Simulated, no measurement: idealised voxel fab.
process module | voxel quadruple lines
cross-section cut | 225 nm wide | cells 5 nm
A cross-section is a grid of square cells, given in bands from the top down. A band is one or more rows of cells.
Each band's line starts with the height of the band's top and of its bottom, in nm. Then come its materials from left to right, each with its width in nm. One material with "throughout" fills the band from edge to edge. "air" is empty space.
Height 0 is the level under which the wafer as received is all one material. The lowest band goes on downwards, as in "0 down".
A width such as "30 to 40" changes by the same amount from each row of cells to the next, from the band's top row to its bottom row.
"no change" after a step means that no cell of the cross-section changed.
closed voids: empty space of 8 cells or more with no open way to the top, each as width x height at its distance from the left edge, in nm
after a step's settings: what the simulator itself notes on the step
overlay nm, on a step with a mask: how far to the right of its planned place the mask lay; to the left if negative
plan
1 op RECEIVE | material Si
2 op CONFORMAL_DEP | material SiO2 | thk nm 10
3 op DIRECTIONAL_DEP | material TiN | thk nm 10
4 op DIRECTIONAL_DEP | material polySi | thk nm 20
5 op DIRECTIONAL_DEP | material aC | thk nm 20
6 op PATTERN | tone cover | mask id MANDREL | material resist | width nm 30 | thk nm 30 | overlay nm 0
7 op DIRECTIONAL_ETCH | etch materials aC | depth nm 20
8 op STRIP | etch materials resist
9 op CONFORMAL_DEP | material SiO2 | thk nm 10
10 op DIRECTIONAL_ETCH | etch materials SiO2 | depth nm 10
11 op STRIP | etch materials aC
12 op DIRECTIONAL_ETCH | etch materials polySi | depth nm 20
13 op STRIP | etch materials SiO2
14 op CONFORMAL_DEP | material SiN | thk nm 10
15 op DIRECTIONAL_ETCH | etch materials SiN | depth nm 10
16 op STRIP | etch materials polySi
17 op DIRECTIONAL_ETCH | etch materials TiN | depth nm 10
18 op STRIP | etch materials SiN
19 op FILL_DEP | material lowk | thk nm 10
20 op CMP | height nm 20
first wafer, as planned
as received, after step 1
  0 down: Si throughout
  closed voids: none
after step 2
  10 to 0: SiO2 throughout
  below 0: unchanged
after step 3
  20 to 10: TiN throughout
  below 10: unchanged
after step 4
  40 to 20: polySi throughout
  below 20: unchanged
after step 5
  60 to 40: aC throughout
  below 40: unchanged
after step 6
  90 to 60: air 95 | resist 30 | air 100
  below 60: unchanged
after step 7
  70 to 60: air 95 | resist 30 | air 100
  60 to 40: air 95 | aC 30 | air 100
  below 40: unchanged
after step 8
  60 to 40: air 95 | aC 30 | air 100
  below 40: unchanged
after step 9
  70 to 60: air 85 | SiO2 50 | air 90
  60 to 50: air 85 | SiO2 10 | aC 30 | SiO2 10 | air 90
  50 to 40: SiO2 95 | aC 30 | SiO2 100
  below 40: unchanged
after step 10
  60 to 40: air 85 | SiO2 10 | aC 30 | SiO2 10 | air 90
  below 40: unchanged
after step 11
  60 to 40: air 85 | SiO2 10 | air 30 | SiO2 10 | air 90
  below 40: unchanged
after step 12
  60 to 40: air 85 | SiO2 10 | air 30 | SiO2 10 | air 90
  40 to 20: air 85 | polySi 10 | air 30 | polySi 10 | air 90
  below 20: unchanged
after step 13
  40 to 20: air 85 | polySi 10 | air 30 | polySi 10 | air 90
  below 20: unchanged
after step 14
  50 to 40: air 75 | SiN 30 | air 10 | SiN 30 | air 80
  40 to 30: air 75 | SiN 10 | polySi 10 | SiN 10 | air 10 | SiN 10 | polySi 10 | SiN 10 | air 80
  30 to 20: SiN 85 | polySi 10 | SiN 30 | polySi 10 | SiN 90
  below 20: unchanged
after step 15
  40 to 20: air 75 | SiN 10 | polySi 10 | SiN 10 | air 10 | SiN 10 | polySi 10 | SiN 10 | air 80
  below 20: unchanged
after step 16
  40 to 20: air 75 | SiN 10 | air 10 | SiN 10 | air 10 | SiN 10 | air 10 | SiN 10 | air 80
  below 20: unchanged
after step 17
  40 to 20: air 75 | SiN 10 | air 10 | SiN 10 | air 10 | SiN 10 | air 10 | SiN 10 | air 80
  20 to 10: air 75 | TiN 10 | air 10 | TiN 10 | air 10 | TiN 10 | air 10 | TiN 10 | air 80
  below 10: unchanged
after step 18
  20 to 10: air 75 | TiN 10 | air 10 | TiN 10 | air 10 | TiN 10 | air 10 | TiN 10 | air 80
  below 10: unchanged
after step 19
  30 to 20: lowk throughout
  20 to 10: lowk 75 | TiN 10 | lowk 10 | TiN 10 | lowk 10 | TiN 10 | lowk 10 | TiN 10 | lowk 80
  below 10: unchanged
after step 20
  20 to 10: lowk 75 | TiN 10 | lowk 10 | TiN 10 | lowk 10 | TiN 10 | lowk 10 | TiN 10 | lowk 80
  below 10: unchanged
second wafer: like start, like plan, one mistake. Through step 5 it matches the first wafer
when step 6 should have ended
  90 to 60: resist 95 | air 30 | resist 100
  below 60: unchanged
when step 7 should have ended
  70 to 60: resist 95 | air 30 | resist 100
  60 to 40: aC 95 | air 30 | aC 100
  below 40: unchanged
when step 8 should have ended
  60 to 40: aC 95 | air 30 | aC 100
  below 40: unchanged
when step 9 should have ended
  70 to 60: SiO2 105 | air 10 | SiO2 110
  60 to 50: aC 95 | SiO2 10 | air 10 | SiO2 10 | aC 100
  50 to 40: aC 95 | SiO2 30 | aC 100
  below 40: unchanged
when step 10 should have ended
  60 to 40: aC 95 | SiO2 10 | air 10 | SiO2 10 | aC 100
  below 40: unchanged
when step 11 should have ended
  60 to 40: air 95 | SiO2 10 | air 10 | SiO2 10 | air 100
  below 40: unchanged
when step 12 should have ended
  60 to 40: air 95 | SiO2 10 | air 10 | SiO2 10 | air 100
  40 to 20: air 95 | polySi 10 | air 10 | polySi 10 | air 100
  below 20: unchanged
when step 13 should have ended
  40 to 20: air 95 | polySi 10 | air 10 | polySi 10 | air 100
  below 20: unchanged
when step 14 should have ended
  50 to 40: air 85 | SiN 50 | air 90
  40 to 30: air 85 | SiN 10 | polySi 10 | SiN 10 | polySi 10 | SiN 10 | air 90
  30 to 20: SiN 95 | polySi 10 | SiN 10 | polySi 10 | SiN 100
  below 20: unchanged
when step 15 should have ended
  40 to 20: air 85 | SiN 10 | polySi 10 | SiN 10 | polySi 10 | SiN 10 | air 90
  below 20: unchanged
when step 16 should have ended
  40 to 20: air 85 | SiN 10 | air 10 | SiN 10 | air 10 | SiN 10 | air 90
  below 20: unchanged
when step 17 should have ended
  40 to 20: air 85 | SiN 10 | air 10 | SiN 10 | air 10 | SiN 10 | air 90
  20 to 10: air 85 | TiN 10 | air 10 | TiN 10 | air 10 | TiN 10 | air 90
  below 10: unchanged
when step 18 should have ended
  20 to 10: air 85 | TiN 10 | air 10 | TiN 10 | air 10 | TiN 10 | air 90
  below 10: unchanged
when step 19 should have ended
  30 to 20: lowk throughout
  20 to 10: lowk 85 | TiN 10 | lowk 10 | TiN 10 | lowk 10 | TiN 10 | lowk 90
  below 10: unchanged
when step 20 should have ended
  20 to 10: lowk 85 | TiN 10 | lowk 10 | TiN 10 | lowk 10 | TiN 10 | lowk 90
  below 10: unchanged
what went wrong: step 6 ran as: op PATTERN | tone open | mask id MANDREL | material resist | width nm 30 | thk nm 30 | overlay nm 0
at the end the second wafer has, in cells: 4 fewer of TiN | 4 more of lowk
